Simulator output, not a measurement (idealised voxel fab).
The following process module bears the name voxel self aligned contacts.
Section shown: cut. Width: 270 nm. Cell size: 5 nm, square.
When this document writes out a cross-section, it uses a grid of square cells and lists it as bands, beginning at the top and moving down, with a band standing for one or more rows of cells.
Heads up on the band format: heights come first, top then bottom, in nm. After that it's the materials left to right, each with its width in nm. A single material flagged "everywhere" fills the whole band edge to edge, and "empty" means there's empty space there.
Heights are measured from 0, the level below which the as-received wafer is all one material; the lowest band has no bottom and continues downward, written as in "0 -> down".
Graded width ("30->40"): value in top row of band = first number; value in bottom row = second number; row-to-row change constant.
Reading "no change occurred" for a step: not a cell of the cross-section changed in it.
What "Enclosed void inventory" gives you is every empty space of 8 cells or more that is cut off from the top. Each appears as width x height at distance, with the distance taken from the left edge and width, height and distance all in nm.
after a step's settings: what the simulator itself notes on the step
"overlay nm" on a masked step: distance the mask lay right of its planned place, negative for left.

[This section lists the process steps that were planned]
| 1 | RECEIVE | material Si |
| 2 | CONFORMAL_DEP | material SiO2 | thk nm 5 |
| 3 | DIRECTIONAL_DEP | material polySi | thk nm 25 |
| 4 | DIRECTIONAL_DEP | material SiN | thk nm 25 |
| 5 | DIRECTIONAL_DEP | material aC | thk nm 10 |
| 6 | PATTERN | tone cover | mask id GATE | material resist | width nm 30 | pitch nm 75 | thk nm 25 | overlay nm 0 |
| 7 | DIRECTIONAL_ETCH | etch materials aC | depth nm 10 |
| 8 | STRIP | etch materials resist |
| 9 | DIRECTIONAL_ETCH | etch materials SiN | depth nm 25 |
| 10 | DIRECTIONAL_ETCH | etch materials polySi | depth nm 25 |
| 11 | STRIP | etch materials aC |
| 12 | CONFORMAL_DEP | material SiN | thk nm 10 |
| 13 | DIRECTIONAL_ETCH | etch materials SiN | depth nm 10 |
| 14 | FILL_DEP | material SiO2 | thk nm 10 |
| 15 | CMP | height nm 60 |
| 16 | DIRECTIONAL_DEP | material aC | thk nm 10 |
| 17 | PATTERN | tone open | mask id CONTACT | material resist | width nm 55 | thk nm 30 | overlay nm 0 |
| 18 | DIRECTIONAL_ETCH | etch materials aC | depth nm 10 |
| 19 | STRIP | etch materials resist |
| 20 | DIRECTIONAL_ETCH | etch materials SiO2 | depth nm 60 |
| 21 | STRIP | etch materials aC |
| 22 | CONFORMAL_DEP | material TiN | thk nm 5 |
| 23 | FILL_DEP | material W | thk nm 5 |
| 24 | CMP | height nm 60 |
| 25 | CONFORMAL_DEP | material SiCN | thk nm 5 |

[Received-state cross-section, reflecting completion of step 1]
  0 -> down  Si everywhere
  Enclosed void inventory: none

[Cross-sectional result after module completion. Note: starting condition and plan are unchanged from above; one processing mistake was made]
  65 -> 60  SiCN everywhere
  60 -> 50  SiO2 105  TiN 5->20  W 45->15  TiN 5->20  SiO2 110
  50 -> 25  SiO2 70  SiN 50  TiN 5  W 15  TiN 5  SiN 50  SiO2 75
  25 -> 5  SiO2 70  SiN 10  polySi 30  SiN 10  TiN 5  W 15  TiN 5  SiN 10  polySi 30  SiN 10  SiO2 75
  5 -> 0  SiO2 70  SiN 10  polySi 30  SiN 10  TiN 25  SiN 10  polySi 30  SiN 10  SiO2 75
  0 -> down  Si everywhere
  Enclosed void inventory: none
What broke from the plan during processing? heads up, step 2 of the plan was skipped and never actually ran
